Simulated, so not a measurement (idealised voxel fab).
The name of this process module is voxel wiring stack.
For reference, the cross-section in this document is cut, with width 190 nm and square cells of 5 nm.
Cross-section layout: square cells on a grid; listed as bands, top to bottom; a band spans one or more cell rows. Look at the band entry: it leads with the top's height and the bottom's height in nm. Then it lists the materials left to right, with a width in nm for each. The word "everywhere" on a single material says that material fills the band edge to edge. The word "empty" is empty space. We count height from 0. Below that, the starting wafer is all one material. The lowest band never ends at the bottom but goes on down; see "0..down" for how that is written. Read "30->40" as a graded width: first number on top, second number at the bottom, same change between each pair of neighbouring rows. The cross-section has no changed cell in any step marked "no alterations made". The entry titled "Fully sealed voids" provides the empty spaces that have no open way to the top, restricted to those of 8 cells or more. Each is presented as width x height at distance, the distance being measured from the left edge, with all three in nm. That trailing text on a step's line, after the settings, is the simulator's own remark on the step. overlay nm: how far to the right of its planned place the mask lay on this masked step (negative: to the left).
BELOW IS THE LIST OF PLANNED PROCESS STEPS
| 1 | RECEIVE (material Si) |
| 2 | CONFORMAL_DEP (material SiO2; thk nm 10) |
| 3 | DIRECTIONAL_DEP (material TiN; thk nm 5) |
| 4 | DIRECTIONAL_DEP (material Ru; thk nm 20) |
| 5 | MASKED_ETCH (tone cover; mask id METAL_1; width nm 25; pitch nm 40; etch materials Ru; depth nm 20; overlay nm 0) |
| 6 | MASKED_ETCH (tone cover; mask id METAL_1; width nm 25; pitch nm 40; etch materials TiN; depth nm 5; overlay nm 0) |
| 7 | FILL_DEP (material SiO2; thk nm 10) |
| 8 | CMP (height nm 35) |
| 9 | CONFORMAL_DEP (material SiCN; thk nm 5) |
| 10 | DIRECTIONAL_DEP (material lowk; thk nm 30) |
| 11 | PATTERN (tone open; mask id METAL_2_HOLES; material resist; width nm 15; thk nm 20; overlay nm 0) |
| 12 | DIRECTIONAL_ETCH (etch materials lowk; depth nm 30) |
| 13 | STRIP (etch materials resist) |
| 14 | DIRECTIONAL_DEP (material aC; thk nm 10) |
| 15 | PATTERN (tone open; mask id METAL_2; material resist; width nm 25; pitch nm 40; thk nm 30; overlay nm 0) |
| 16 | DIRECTIONAL_ETCH (etch materials aC; depth nm 10) |
| 17 | STRIP (etch materials resist) |
| 18 | DIRECTIONAL_ETCH (etch materials lowk; depth nm 20) |
| 19 | DIRECTIONAL_ETCH (etch materials SiCN; depth nm 5) |
| 20 | STRIP (etch materials aC) |
| 21 | CONFORMAL_DEP (material TiN; thk nm 5) |
| 22 | FILL_DEP (material Cu; thk nm 10) |
| 23 | CMP (height nm 70) |
| 24 | CONFORMAL_DEP (material SiCN; thk nm 5) |
| 25 | DIRECTIONAL_DEP (material SiO2; thk nm 35) |
| 26 | MASKED_ETCH (tone open; mask id METAL_3; width nm 25; pitch nm 40; etch materials SiO2; depth nm 20; overlay nm 0) |
| 27 | DIRECTIONAL_DEP (material aC; thk nm 10) |
| 28 | PATTERN (tone open; mask id METAL_3_HOLES; material resist; width nm 15; pitch nm 40; thk nm 25; overlay nm 0) |
| 29 | DIRECTIONAL_ETCH (etch materials aC; depth nm 10) |
| 30 | STRIP (etch materials resist) |
| 31 | DIRECTIONAL_ETCH (etch materials SiO2; depth nm 15) |
| 32 | DIRECTIONAL_ETCH (etch materials SiCN; depth nm 5) |
| 33 | STRIP (etch materials aC) |
| 34 | CONFORMAL_DEP (material TiN; thk nm 5) |
| 35 | FILL_DEP (material Ru; thk nm 10) |
| 36 | CMP (height nm 110) |
| 37 | CONFORMAL_DEP (material SiCN; thk nm 5) |
| 38 | DIRECTIONAL_DEP (material SiO2; thk nm 25) |
| 39 | PATTERN (tone open; mask id METAL_4; material resist; width nm 25; pitch nm 40; thk nm 15; overlay nm 0) |
| 40 | DIRECTIONAL_ETCH (etch materials SiO2; depth nm 15) |
| 41 | STRIP (etch materials resist) |
| 42 | MASKED_ETCH (tone open; mask id METAL_4_HOLES; width nm 15; etch materials SiO2; depth nm 10; overlay nm 0) |
| 43 | MASKED_ETCH (tone open; mask id METAL_4_HOLES; width nm 15; etch materials SiCN; depth nm 5; overlay nm -15) |
| 44 | CONFORMAL_DEP (material TiN; thk nm 5) |
| 45 | FILL_DEP (material Cu; thk nm 5) |
| 46 | CMP (height nm 140) |
| 47 | CONFORMAL_DEP (material SiCN; thk nm 5) |
Every wafer here starts from the same state; it is the step 43 overlay nm that distinguishes them, and the value the plan gives belongs to the first wafer.
THE FIRST OF SEVERAL WAFERS AS RECEIVED, SHOWN IN CROSS-SECTION; THIS IS ITS STATE AFTER STEP 1
0..down  Si everywhere
Fully sealed voids: none
MODULE END STATE AFTER FINAL STEP 47: CROSS-SECTION OF THE FIRST OF SEVERAL WAFERS
145..140  SiCN everywhere
140..130  SiO2=60, then TiN=5, then Cu=15, then TiN=5, then SiO2=15, then TiN=5, then Cu=15, then TiN=5, then SiO2=65
130..125  SiO2=60, then TiN=5, then Cu=5, then TiN=15, then SiO2=15, then TiN=25, then SiO2=65
125..120  SiO2=60, then TiN=5, then Cu=5, then TiN=5, then SiO2=115
120..115  SiO2=60, then TiN=15, then SiO2=115
115..110  SiCN everywhere
110..95  SiO2=60, then TiN=5, then Ru=15, then TiN=5, then SiO2=15, then TiN=5, then Ru=15, then TiN=5, then SiO2=65
95..90  SiO2=60, then TiN=5, then Ru=5, then TiN=15, then SiO2=15, then TiN=5, then Ru=5, then TiN=15, then SiO2=65
90..75  SiO2=60, then TiN=5, then Ru=5, then TiN=5, then SiO2=25, then TiN=5, then Ru=5, then TiN=5, then SiO2=75
75..70  SiCN=60, then TiN=15, then SiCN=25, then TiN=15, then SiCN=75
70..55  lowk=60, then TiN=5, then Cu=15, then TiN=5, then lowk=15, then TiN=5, then Cu=15, then TiN=5, then lowk=65
55..50  lowk=60, then TiN=5, then Cu=5, then TiN=15, then lowk=15, then TiN=25, then lowk=65
50..40  lowk=60, then TiN=5, then Cu=5, then TiN=5, then lowk=115
40..35  SiCN=60, then TiN=15, then SiCN=115
35..15  SiO2=60, then Ru=25, then SiO2=15, then Ru=25, then SiO2=65
15..10  SiO2=60, then TiN=25, then SiO2=15, then TiN=25, then SiO2=65
10..0  SiO2 everywhere
0..down  Si everywhere
Fully sealed voids: none
THE LAST WAFER AS SEEN IN CROSS-SECTION AT THE END OF THE MODULE
145..140  SiCN everywhere
140..130  SiO2=60, then TiN=5, then Cu=15, then TiN=5, then SiO2=15, then TiN=5, then Cu=15, then TiN=5, then SiO2=65
130..125  SiO2=60, then TiN=5, then Cu=5, then TiN=15, then SiO2=15, then TiN=25, then SiO2=65
125..120  SiO2=60, then TiN=5, then Cu=5, then TiN=5, then SiO2=115
120..115  SiO2=60, then TiN=15, then SiO2=115
115..110  SiCN everywhere
110..95  SiO2=60, then TiN=5, then Ru=15, then TiN=5, then SiO2=15, then TiN=5, then Ru=15, then TiN=5, then SiO2=65
95..90  SiO2=60, then TiN=5, then Ru=5, then TiN=15, then SiO2=15, then TiN=5, then Ru=5, then TiN=15, then SiO2=65
90..75  SiO2=60, then TiN=5, then Ru=5, then TiN=5, then SiO2=25, then TiN=5, then Ru=5, then TiN=5, then SiO2=75
75..70  SiCN=60, then TiN=15, then SiCN=25, then TiN=15, then SiCN=75
70..55  lowk=60, then TiN=5, then Cu=15, then TiN=5, then lowk=15, then TiN=5, then Cu=15, then TiN=5, then lowk=65
55..50  lowk=60, then TiN=5, then Cu=5, then TiN=15, then lowk=15, then TiN=25, then lowk=65
50..40  lowk=60, then TiN=5, then Cu=5, then TiN=5, then lowk=115
40..35  SiCN=60, then TiN=15, then SiCN=115
35..15  SiO2=60, then Ru=25, then SiO2=15, then Ru=25, then SiO2=65
15..10  SiO2=60, then TiN=25, then SiO2=15, then TiN=25, then SiO2=65
10..0  SiO2 everywhere
0..down  Si everywhere
Fully sealed voids: none
TABLE: WAFERS, A ROW EACH; END-OF-MODULE CELL CHANGE PER MATERIAL SINCE RECEIPT, GAIN (+), LOSS (-); THEN CLOSED VOIDS
overlay nm -15 | +35 Cu | +66 Ru | +143 SiCN | +578 SiO2 | +98 TiN | +182 lowk | Fully sealed voids: none
overlay nm -10 | +35 Cu | +66 Ru | +142 SiCN | +578 SiO2 | +99 TiN | +182 lowk | Fully sealed voids: none
overlay nm -5 | +35 Cu | +66 Ru | +141 SiCN | +578 SiO2 | +100 TiN | +182 lowk | Fully sealed voids: none
overlay nm 0 | +36 Cu | +66 Ru | +140 SiCN | +578 SiO2 | +100 TiN | +182 lowk | Fully sealed voids: none
overlay nm 5 | +35 Cu | +66 Ru | +141 SiCN | +578 SiO2 | +100 TiN | +182 lowk | Fully sealed voids: none
overlay nm 10 | +35 Cu | +66 Ru | +142 SiCN | +578 SiO2 | +99 TiN | +182 lowk | Fully sealed voids: none
overlay nm 15 | +35 Cu | +66 Ru | +143 SiCN | +578 SiO2 | +98 TiN | +182 lowk | Fully sealed voids: none
